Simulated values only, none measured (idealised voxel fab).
Herein follows the process module entitled voxel capacitor over wiring.
This is section cut - it's 190 nm across, gridded in 5 nm square cells.
Think of the cross-section as a grid of square cells. We describe it in bands, top to bottom, and each band covers one or more rows of those cells.
It is stipulated that each band's entry specify, in nanometres, the height of the top of the band and then that of its bottom, followed by the materials of the band in left-to-right sequence, each together with its width in nanometres. A single material marked by the word "throughout" is understood to fill the band from edge to edge; the word "empty" is understood to denote empty space.
Where do heights start? At 0: under that level the wafer as delivered is made of one material only. And the lowest band has no floor; it just carries on downward, as in "0 and below".
A width given as "30..40" starts at the first number in the band's top row and ends at the second number in its bottom row, shifting by an equal amount at every step from row to row.
What does "no alterations made" mean for a step? It means no cell of the cross-section changed in that step.
So "Fully sealed cavities" is basically the list of trapped voids: any empty space of 8 cells or more that can't reach the top through an opening. They're written width x height at distance, the distance being from the left edge, and it's all nm.
On each step's line, the part that comes after the settings is the simulator's own comment on the step.
overlay nm: on a step with a mask, how far right of its planned place the mask lay; negative means left.

**Here's what the planned process steps look like**
- 1: op RECEIVE | material Si
- 2: op CONFORMAL_DEP | material SiO2 | thk nm 10
- 3: op CONFORMAL_DEP | material SiN | thk nm 5
- 4: op DIRECTIONAL_DEP | material SiO2 | thk nm 15
- 5: op DIRECTIONAL_DEP | material aC | thk nm 10
- 6: op PATTERN | tone open | mask id METAL_1 | material resist | width nm 30 | pitch nm 80 | thk nm 30 | overlay nm 0
- 7: op DIRECTIONAL_ETCH | etch materials aC | depth nm 10
- 8: op STRIP | etch materials resist
- 9: op DIRECTIONAL_ETCH | etch materials SiO2 | depth nm 15
- 10: op DIRECTIONAL_ETCH | etch materials SiN | depth nm 5
- 11: op STRIP | etch materials aC
- 12: op CONFORMAL_DEP | material TiN | thk nm 5
- 13: op FILL_DEP | material Ru | thk nm 10
- 14: op CMP | height nm 30
- 15: op EPI | material Ru | thk nm 5
- 16: op FILL_DEP | material SiCN | thk nm 5
- 17: op DIRECTIONAL_DEP | material SiO2 | thk nm 10
- 18: op MASKED_ETCH | tone open | mask id PLUG_1 | width nm 15 | etch materials SiO2 | depth nm 5 | overlay nm 0
- 19: op MASKED_ETCH | tone open | mask id PLUG_1 | width nm 15 | etch materials SiCN | depth nm 5 | overlay nm 0
- 20: op CONFORMAL_DEP | material TiN | thk nm 5
- 21: op FILL_DEP | material Cu | thk nm 5
- 22: op CMP | height nm 50
- 23: op DIRECTIONAL_DEP | material TiN | thk nm 5
- 24: op DIRECTIONAL_DEP | material HfO2 | thk nm 5
- 25: op DIRECTIONAL_DEP | material TiN | thk nm 10
- 26: op DIRECTIONAL_DEP | material aC | thk nm 15
- 27: op PATTERN | tone cover | mask id UPPER_PLATE | material resist | width nm 55 | thk nm 30 | overlay nm 0
- 28: op DIRECTIONAL_ETCH | etch materials aC | depth nm 15
- 29: op STRIP | etch materials resist
- 30: op DIRECTIONAL_ETCH | etch materials TiN | depth nm 10
- 31: op DIRECTIONAL_ETCH | etch materials HfO2 | depth nm 5
- 32: op STRIP | etch materials aC
- 33: op PATTERN | tone cover | mask id LOWER_PLATE | material resist | width nm 65 | thk nm 15 | overlay nm 0
- 34: op DIRECTIONAL_ETCH | etch materials TiN | depth nm 5
- 35: op STRIP | etch materials resist
- 36: op FILL_DEP | material SiO2 | thk nm 20
- 37: op CMP | height nm 85
- 38: op MASKED_ETCH | tone open | mask id PLUG_2 | width nm 15 | etch materials SiO2 | depth nm 15 | overlay nm 0
- 39: op CONFORMAL_DEP | material TiN | thk nm 5
- 40: op FILL_DEP | material W | thk nm 5
- 41: op CMP | height nm 85
- 42: op CONFORMAL_DEP | material SiCN | thk nm 5
Wafer-to-wafer difference: depth nm, step 18. Common start. Plan = first wafer's value.

**This is how the first of several wafers looked in cross-section when it arrived, which is after step 1**
> 0 and below: Si throughout
> Fully sealed cavities: none

**Shown in cross-section: the first of several wafers at the end of the module, after its last step, step 42**
> 90 down to 85: SiCN throughout
> 85 down to 75: SiO2=65 | TiN=5 | W=5 | TiN=5 | SiO2=110
> 75 down to 70: SiO2=65 | TiN=15 | SiO2=110
> 70 down to 60: SiO2=55 | TiN=55 | SiO2=80
> 60 down to 55: SiO2=55 | HfO2=55 | SiO2=80
> 55 down to 45: SiO2=50..55 | TiN=65..15 | SiO2=75..120
> 45 down to 40: SiO2 throughout
> 40 down to 35: SiCN throughout
> 35 down to 30: SiCN=35 | Ru=40 | SiCN=40 | Ru=40 | SiCN=35
> 30 down to 15: SiO2=40 | TiN=5 | Ru=20 | TiN=5 | SiO2=50 | TiN=5 | Ru=20 | TiN=5 | SiO2=40
> 15 down to 10: SiN=40 | TiN=30 | SiN=50 | TiN=30 | SiN=40
> 10 down to 0: SiO2 throughout
> 0 and below: Si throughout
> Fully sealed cavities: none

**Last-wafer cross-section at the end of the module**
> 90 down to 85: SiCN throughout
> 85 down to 75: SiO2=65 | TiN=5 | W=5 | TiN=5 | SiO2=110
> 75 down to 70: SiO2=65 | TiN=15 | SiO2=110
> 70 down to 60: SiO2=55 | TiN=55 | SiO2=80
> 60 down to 55: SiO2=55 | HfO2=55 | SiO2=80
> 55 down to 50: SiO2=50 | TiN=65 | SiO2=75
> 50 down to 40: SiO2=55 | TiN=5 | Cu=5 | TiN=5 | SiO2=120
> 40 down to 35: SiCN=55 | TiN=15 | SiCN=120
> 35 down to 30: SiCN=35 | Ru=40 | SiCN=40 | Ru=40 | SiCN=35
> 30 down to 15: SiO2=40 | TiN=5 | Ru=20 | TiN=5 | SiO2=50 | TiN=5 | Ru=20 | TiN=5 | SiO2=40
> 15 down to 10: SiN=40 | TiN=30 | SiN=50 | TiN=30 | SiN=40
> 10 down to 0: SiO2 throughout
> 0 and below: Si throughout
> Fully sealed cavities: none

**Wafer rows, end of module: cells per material gained (+) or lost (-) since receipt; closed voids last**
depth nm 5; +11 HfO2; +40 Ru; +98 SiCN; +26 SiN; +438 SiO2; +69 TiN; +2 W; Fully sealed cavities: none
depth nm 10; +2 Cu; +11 HfO2; +40 Ru; +95 SiCN; +26 SiN; +435 SiO2; +73 TiN; +2 W; Fully sealed cavities: none
depth nm 15; +2 Cu; +11 HfO2; +40 Ru; +95 SiCN; +26 SiN; +435 SiO2; +73 TiN; +2 W; Fully sealed cavities: none
depth nm 20; +2 Cu; +11 HfO2; +40 Ru; +95 SiCN; +26 SiN; +435 SiO2; +73 TiN; +2 W; Fully sealed cavities: none
depth nm 25; +2 Cu; +11 HfO2; +40 Ru; +95 SiCN; +26 SiN; +435 SiO2; +73 TiN; +2 W; Fully sealed cavities: none
